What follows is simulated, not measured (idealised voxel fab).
process module | voxel wiring stack
cross-section cut | 245 nm wide | cells 5 nm
A cross-section is a grid of square cells, given in bands from the top down. A band is one or more rows of cells.
Each band's line starts with the height of the band's top and of its bottom, in nm. Then come its materials from left to right, each with its width in nm. One material with "throughout" fills the band from edge to edge. "air" is empty space.
Height 0 is the level under which the wafer as received is all one material. The lowest band goes on downwards, as in "0 down".
A width such as "30 to 40" changes by the same amount from each row of cells to the next, from the band's top row to its bottom row.
"no change" after a step means that no cell of the cross-section changed.
closed voids: empty space of 8 cells or more with no open way to the top, each as width x height at its distance from the left edge, in nm
after a step's settings: what the simulator itself notes on the step
overlay nm, on a step with a mask: how far to the right of its planned place the mask lay; to the left if negative
plan
1 op RECEIVE | material Si
2 op CONFORMAL_DEP | material SiO2 | thk nm 15
3 op DIRECTIONAL_DEP | material TiN | thk nm 5
4 op DIRECTIONAL_DEP | material W | thk nm 20
5 op DIRECTIONAL_DEP | material aC | thk nm 15
6 op PATTERN | tone cover | mask id METAL_1 | material resist | width nm 20 | pitch nm 50 | thk nm 35 | overlay nm 0
7 op DIRECTIONAL_ETCH | etch materials aC | depth nm 15
8 op STRIP | etch materials resist
9 op DIRECTIONAL_ETCH | etch materials W | depth nm 20
10 op DIRECTIONAL_ETCH | etch materials TiN | depth nm 5
11 op STRIP | etch materials aC
12 op FILL_DEP | material lowk | thk nm 10
13 op CMP | height nm 40
14 op CONFORMAL_DEP | material SiCN | thk nm 5
15 op DIRECTIONAL_DEP | material SiO2 | thk nm 15
16 op MASKED_ETCH | tone open | mask id PLUG_1 | width nm 15 | etch materials SiO2 | depth nm 15 | overlay nm 0
17 op MASKED_ETCH | tone open | mask id PLUG_1 | width nm 15 | etch materials SiCN | depth nm 5 | overlay nm 0
18 op EPI | material Ru | thk nm 10
19 op EPI | material Ru | thk nm 10
20 op DIRECTIONAL_DEP | material TiN | thk nm 5
21 op DIRECTIONAL_DEP | material Ru | thk nm 20
22 op MASKED_ETCH | tone cover | mask id METAL_2 | width nm 20 | pitch nm 50 | etch materials Ru | depth nm 20 | overlay nm 0
23 op MASKED_ETCH | tone cover | mask id METAL_2 | width nm 20 | pitch nm 50 | etch materials TiN | depth nm 5 | overlay nm 0
24 op CONFORMAL_DEP | material SiN | thk nm 5
25 op FILL_DEP | material lowk | thk nm 10
26 op CMP | height nm 85
27 op CONFORMAL_DEP | material SiCN | thk nm 5
28 op DIRECTIONAL_DEP | material lowk | thk nm 10
29 op DIRECTIONAL_DEP | material aC | thk nm 10
30 op PATTERN | tone open | mask id PLUG_2 | material resist | width nm 15 | thk nm 25 | overlay nm 0
31 op DIRECTIONAL_ETCH | etch materials aC | depth nm 10
32 op STRIP | etch materials resist
33 op DIRECTIONAL_ETCH | etch materials lowk | depth nm 10
34 op DIRECTIONAL_ETCH | etch materials SiCN | depth nm 5
35 op STRIP | etch materials aC
36 op CONFORMAL_DEP | material TiN | thk nm 5
37 op FILL_DEP | material Cu | thk nm 5
38 op CMP | height nm 100
39 op CONFORMAL_DEP | material SiN | thk nm 5
40 op DIRECTIONAL_DEP | material SiO2 | thk nm 15
41 op PATTERN | tone open | mask id METAL_3 | material resist | width nm 20 | pitch nm 50 | thk nm 20 | overlay nm 0
42 op DIRECTIONAL_ETCH | etch materials SiO2 | depth nm 15
43 op DIRECTIONAL_ETCH | etch materials SiN | depth nm 5
44 op STRIP | etch materials resist
45 op CONFORMAL_DEP | material TiN | thk nm 5
46 op FILL_DEP | material W | thk nm 5
47 op CMP | height nm 120
48 op EPI | material Ru | thk nm 5
49 op FILL_DEP | material SiCN | thk nm 5
50 op DIRECTIONAL_DEP | material lowk | thk nm 30
51 op MASKED_ETCH | tone open | mask id METAL_4_HOLES | width nm 15 | pitch nm 50 | etch materials lowk | depth nm 30 | overlay nm 0
52 op PATTERN | tone open | mask id METAL_4 | material resist | width nm 20 | pitch nm 50 | thk nm 20 | overlay nm 0
53 op DIRECTIONAL_ETCH | etch materials lowk | depth nm 15
54 op DIRECTIONAL_ETCH | etch materials SiCN | depth nm 5
55 op STRIP | etch materials resist
56 op CONFORMAL_DEP | material TiN | thk nm 5
57 op FILL_DEP | material Cu | thk nm 5
58 op CMP | height nm 160
59 op CONFORMAL_DEP | material SiCN | thk nm 5
as received, after step 1
  0 down: Si throughout
  closed voids: none
a wafer at the end: this start, this plan, one mistake
  165 to 160: SiCN throughout
  160 to 150: lowk 85 | TiN 5 | Cu 10 | TiN 5 | lowk 30 | TiN 5 | Cu 10 | TiN 5 | lowk 90
  150 to 145: lowk 85 | TiN 5 | Cu 5 | TiN 10 | lowk 30 | TiN 5 | Cu 5 | TiN 10 | lowk 90
  145 to 130: lowk 85 | TiN 5 | Cu 5 | TiN 5 | lowk 35 | TiN 5 | Cu 5 | TiN 5 | lowk 95
  130 to 125: SiCN 85 | TiN 15 | SiCN 35 | TiN 15 | SiCN 95
  125 to 120: SiCN 80 | Ru 30 | SiCN 20 | Ru 30 | SiCN 85
  120 to 105: SiO2 85 | TiN 5 | W 10 | TiN 5 | SiO2 30 | TiN 5 | W 10 | TiN 5 | SiO2 90
  105 to 100: SiN 85 | TiN 20 | SiN 30 | TiN 20 | SiN 90
  100 to 90: lowk 85 | TiN 5 | Cu 5 | TiN 5 | lowk 145
  90 to 85: SiCN 85 | TiN 15 | SiCN 145
  85 to 70: lowk 80 | SiN 5 | Ru 20 | SiN 5 | lowk 20 | SiN 5 | Ru 20 | SiN 5 | lowk 85
  70 to 65: lowk 75 | SiN 10 | TiN 20 | SiN 5 | lowk 20 | SiN 5 | Ru 20 | SiN 5 | lowk 85
  65 to 60: SiN 80 | Ru 25 | SiN 30 | TiN 20 | SiN 90
  60 to 45: SiO2 85 | Ru 15 | SiO2 145
  45 to 40: W throughout
  40 to 20: lowk 85 | W 20 | lowk 30 | W 20 | lowk 90
  20 to 15: lowk 85 | TiN 20 | lowk 30 | TiN 20 | lowk 90
  15 to 0: SiO2 throughout
  0 down: Si throughout
  closed voids: none
what went wrong: step 14 ran as: op CONFORMAL_DEP | material W | thk nm 5
